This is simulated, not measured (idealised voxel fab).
You're looking at the process module voxel transistor to metal.
215 nm wide, 5 nm square cells: that's cross-section cut.
A cross-section is written here as square cells arranged in a grid, and it is given in bands from the top down, each band taking up one or more rows of cells.
The band entry comprises the height of the band's top followed by the height of its bottom, expressed in nm, and subsequently the band's materials from left to right, each stated together with its width in nm. Where a single material is marked with the word "full width", that material fills the band from edge to edge. The word "empty" represents empty space.
Basically, 0 is our baseline, since under it the wafer straight out of the box is all one material. The bottom band has no lower end and keeps on going down, so it looks like "top 0, no bottom".
A two-number width, for instance "30..40", indicates that the width is equal to the first number in the top row of the band and to the second number in the bottom row, and that it changes by a constant amount per row of cells.
It should be understood that the words "nothing different", when stated for a given step, signify that the cross-section underwent no change in any of its cells during that step.
Reported under the label "Closed voids list" are the empty spaces having no open way to the top and comprising 8 cells or more; the notation for each is width x height at distance, in which the distance is measured from the left edge and all three values are in nm.
after a step's settings: what the simulator itself notes on the step
"overlay nm" answers the question of how far to the right of plan the mask lay on a step that has a mask, and when it is negative the answer is to the left.

This section lists the process steps that were planned
| 1 | RECEIVE | material Si |
| 2 | OXIDIZE | depth nm 5 |
| 3 | CONFORMAL_DEP | material SiN | thk nm 10 |
| 4 | DIRECTIONAL_DEP | material aC | thk nm 15 |
| 5 | PATTERN | tone cover | mask id ACTIVE | material resist | width nm 115 | thk nm 30 | overlay nm 0 |
| 6 | DIRECTIONAL_ETCH | etch materials aC | depth nm 15 |
| 7 | STRIP | etch materials resist |
| 8 | DIRECTIONAL_ETCH | etch materials SiN | depth nm 10 |
| 9 | DIRECTIONAL_ETCH | etch materials SiO2 | depth nm 5 |
| 10 | DIRECTIONAL_ETCH | etch materials Si | depth nm 25 |
| 11 | STRIP | etch materials aC |
| 12 | FILL_DEP | material SiO2 | thk nm 10 |
| 13 | CMP | height nm 10 |
| 14 | SELECTIVE_ETCH | etch materials SiO2 | depth nm 10 |
| 15 | STRIP | etch materials SiN |
| 16 | SELECTIVE_ETCH | etch materials SiO2 | depth nm 5 |
| 17 | OXIDIZE | depth nm 5 |
| 18 | DIRECTIONAL_DEP | material polySi | thk nm 25 |
| 19 | DIRECTIONAL_DEP | material SiCN | thk nm 15 |
| 20 | PATTERN | tone cover | mask id GATE | material resist | width nm 35 | thk nm 15 | overlay nm 0 |
| 21 | DIRECTIONAL_ETCH | etch materials SiCN | depth nm 25 |
| 22 | DIRECTIONAL_ETCH | etch materials polySi | depth nm 35 |
| 23 | STRIP | etch materials resist |
| 24 | CONFORMAL_DEP | material SiO2 | thk nm 5 |
| 25 | DIRECTIONAL_ETCH | etch materials SiO2 | depth nm 5 |
| 26 | CONFORMAL_DEP | material SiN | thk nm 5 |
| 27 | DIRECTIONAL_ETCH | etch materials SiN | depth nm 5 |
| 28 | DIRECTIONAL_ETCH | etch materials SiO2 | depth nm 5 |
| 29 | EPI | material pSi | thk nm 5 |
| 30 | FILL_DEP | material SiO2 | thk nm 10 |
| 31 | CMP | height nm 20 |
| 32 | STRIP | etch materials polySi |
| 33 | SELECTIVE_ETCH | etch materials SiO2 | depth nm 5 |
| 34 | CONFORMAL_DEP | material HfO2 | thk nm 5 |
| 35 | CONFORMAL_DEP | material TiN | thk nm 5 |
| 36 | FILL_DEP | material W | thk nm 10 |
| 37 | CMP | height nm 15 |
| 38 | DIRECTIONAL_DEP | material SiO2 | thk nm 15 |
| 39 | MASKED_ETCH | tone open | mask id CONTACT | width nm 15 | pitch nm 80 | etch materials SiO2 | depth nm 35 | overlay nm 0 |
| 40 | CONFORMAL_DEP | material TiN | thk nm 5 |
| 41 | FILL_DEP | material W | thk nm 5 |
| 42 | CMP | height nm 30 |
| 43 | CONFORMAL_DEP | material SiCN | thk nm 5 |
| 44 | DIRECTIONAL_DEP | material SiO2 | thk nm 20 |
| 45 | PATTERN | tone open | mask id METAL_1 | material resist | width nm 15 | pitch nm 80 | thk nm 15 | overlay nm 0 |
| 46 | DIRECTIONAL_ETCH | etch materials SiO2 | depth nm 20 |
| 47 | DIRECTIONAL_ETCH | etch materials SiCN | depth nm 5 |
| 48 | STRIP | etch materials resist |
| 49 | CONFORMAL_DEP | material TiN | thk nm 5 |
| 50 | FILL_DEP | material Cu | thk nm 10 |
| 51 | CMP | height nm 55 |
| 52 | EPI | material Ru | thk nm 5 |
| 53 | FILL_DEP | material SiCN | thk nm 5 |

Cross-section: wafer on arrival = after step 1
- top 0, no bottom: Si full width
- Closed voids list: none

Wafer at module end, in section. Began as above, planned as above, run with one mistake
- top 65, bottom 60: SiCN full width
- top 60, bottom 55: 65 of Ru | 5 of SiCN | 75 of Ru | 5 of SiCN | 65 of Ru
- top 55, bottom 35: 55 of Cu | 5 of TiN | 15 of SiO2 | 5 of TiN | 55 of Cu | 5 of TiN | 15 of SiO2 | 5 of TiN | 55 of Cu
- top 35, bottom 30: 60 of TiN | 15 of SiCN | 65 of TiN | 15 of SiCN | 60 of TiN
- top 30, bottom 15: 60 of SiO2 | 5 of TiN | 5 of W | 5 of TiN | 65 of SiO2 | 5 of TiN | 5 of W | 5 of TiN | 60 of SiO2
- top 15, bottom 0: 60 of SiO2 | 5 of TiN | 5 of W | 5 of TiN | 5 of SiO2 | 5 of SiN | 5 of HfO2 | 5 of TiN | 25 of W | 5 of TiN | 5 of HfO2 | 5 of SiN | 5 of SiO2 | 5 of TiN | 5 of W | 5 of TiN | 60 of SiO2
- top 0, bottom -5: 60 of SiO2 | 15 of TiN | 5 of SiO2 | 5 of SiN | 5 of HfO2 | 35 of TiN | 5 of HfO2 | 5 of SiN | 5 of SiO2 | 15 of TiN | 60 of SiO2
- top -5, bottom -10: 45 of SiO2 | 35 of pSi | 5 of SiO2 | 45 of HfO2 | 5 of SiO2 | 35 of pSi | 45 of SiO2
- top -10, bottom -30: 50 of SiO2 | 115 of Si | 50 of SiO2
- top -30, no bottom: Si full width
- Closed voids list: none
Processing error: note that step 45 departed from the planned setting and was carried out as PATTERN | tone cover | mask id METAL_1 | material resist | width nm 15 | pitch nm 80 | thk nm 15 | overlay nm 0
